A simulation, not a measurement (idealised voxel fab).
This section sets out a process module, namely voxel wiring stack.
Displayed cross-section: cut, width of 265 nm, square cells sized 5 nm.
A cross-section is written here as square cells arranged in a grid, and it is given in bands from the top down, each band taking up one or more rows of cells. A band entry consists of two parts. The first gives the height of the band's top and the height of its bottom, in nm. The rest lists the band's materials from left to right, each with its width in nm. A single material labelled with the word "everywhere" fills the band from edge to edge, and the word "empty" marks empty space. Heights from 0 (as-received wafer is one material below). Bottom band endless downward, as "0..down". Graded width ("30..40"): value in top row of band = first number; value in bottom row = second number; row-to-row change constant. "remained the same" after a step means that no cell of the cross-section changed. You'll see "Unvented voids" listing empty spaces that have no way open to the top, as long as they're 8 cells or more; the notation is width x height at distance, where the distance is from the left edge, and all of it is in nm. If you see something after the settings on a step's line, that's the simulator's own remark about that step. You can add "overlay nm" to a step's line. For a step with a mask, it describes how far the mask lay to the right of its planned position, and a negative number describes a lay to the left.
-- The steps planned for the process are as follows
1: RECEIVE | material Si
2: CONFORMAL_DEP | material SiO2 | thk nm 10
3: DIRECTIONAL_DEP | material TiN | thk nm 5
4: DIRECTIONAL_DEP | material W | thk nm 25
5: PATTERN | tone cover | mask id METAL_1 | material resist | width nm 30 | pitch nm 55 | thk nm 15 | overlay nm 0
6: DIRECTIONAL_ETCH | etch materials W | depth nm 25
7: DIRECTIONAL_ETCH | etch materials TiN | depth nm 5
8: STRIP | etch materials resist
9: FILL_DEP | material SiO2 | thk nm 10
10: CMP | height nm 40
11: CONFORMAL_DEP | material SiCN | thk nm 5
12: DIRECTIONAL_DEP | material SiO2 | thk nm 30
13: PATTERN | tone open | mask id METAL_2_HOLES | material resist | width nm 15 | pitch nm 55 | thk nm 20 | overlay nm 0
14: DIRECTIONAL_ETCH | etch materials SiO2 | depth nm 30
15: STRIP | etch materials resist
16: DIRECTIONAL_DEP | material aC | thk nm 15
17: PATTERN | tone open | mask id METAL_2 | material resist | width nm 30 | pitch nm 55 | thk nm 35 | overlay nm 0
18: DIRECTIONAL_ETCH | etch materials aC | depth nm 15
19: STRIP | etch materials resist
20: DIRECTIONAL_ETCH | etch materials SiO2 | depth nm 20
21: DIRECTIONAL_ETCH | etch materials SiCN | depth nm 5
22: STRIP | etch materials aC
23: CONFORMAL_DEP | material TiN | thk nm 5
24: FILL_DEP | material Ru | thk nm 5
25: CMP | height nm 75
26: CONFORMAL_DEP | material SiCN | thk nm 5
27: DIRECTIONAL_DEP | material lowk | thk nm 5
28: MASKED_ETCH | tone open | mask id PLUG_2 | width nm 15 | pitch nm 110 | etch materials lowk | depth nm 10 | overlay nm 0
29: MASKED_ETCH | tone open | mask id PLUG_2 | width nm 15 | pitch nm 110 | etch materials SiCN | depth nm 5 | overlay nm 0
30: CONFORMAL_DEP | material TiN | thk nm 5
31: FILL_DEP | material Cu | thk nm 10
32: CMP | height nm 90
33: DIRECTIONAL_DEP | material TiN | thk nm 5
34: DIRECTIONAL_DEP | material Ru | thk nm 25
35: MASKED_ETCH | tone cover | mask id METAL_3 | width nm 30 | pitch nm 55 | etch materials Ru | depth nm 25 | overlay nm 0
36: MASKED_ETCH | tone cover | mask id METAL_3 | width nm 30 | pitch nm 55 | etch materials TiN | depth nm 5 | overlay nm 0
37: CONFORMAL_DEP | material SiN | thk nm 5
38: FILL_DEP | material lowk | thk nm 5
39: CMP | height nm 120
40: CONFORMAL_DEP | material SiN | thk nm 5
Wafers differ in thk nm at step 27; plan lists the first wafer's value; identical starting state.
-- The first of several wafers in cross-section, exactly as it reached us after step 1
> 0..down: Si everywhere
> Unvented voids: none
-- Where each wafer stands at the end of the module, a row apiece: cells of each material gained (+) or lost (-) since it was received, then closed voids
thk nm 5, +4 Cu, +180 Ru, +88 SiCN, +122 SiN, +478 SiO2, +181 TiN, +120 W, +152 lowk, Unvented voids: none
thk nm 10, +4 Cu, +180 Ru, +88 SiCN, +122 SiN, +478 SiO2, +134 TiN, +120 W, +199 lowk, Unvented voids: none
thk nm 15, +180 Ru, +94 SiCN, +122 SiN, +478 SiO2, +126 TiN, +120 W, +205 lowk, Unvented voids: none
thk nm 20, +180 Ru, +94 SiCN, +122 SiN, +478 SiO2, +120 TiN, +120 W, +211 lowk, Unvented voids: none
thk nm 25, +180 Ru, +94 SiCN, +122 SiN, +478 SiO2, +120 TiN, +120 W, +211 lowk, Unvented voids: none
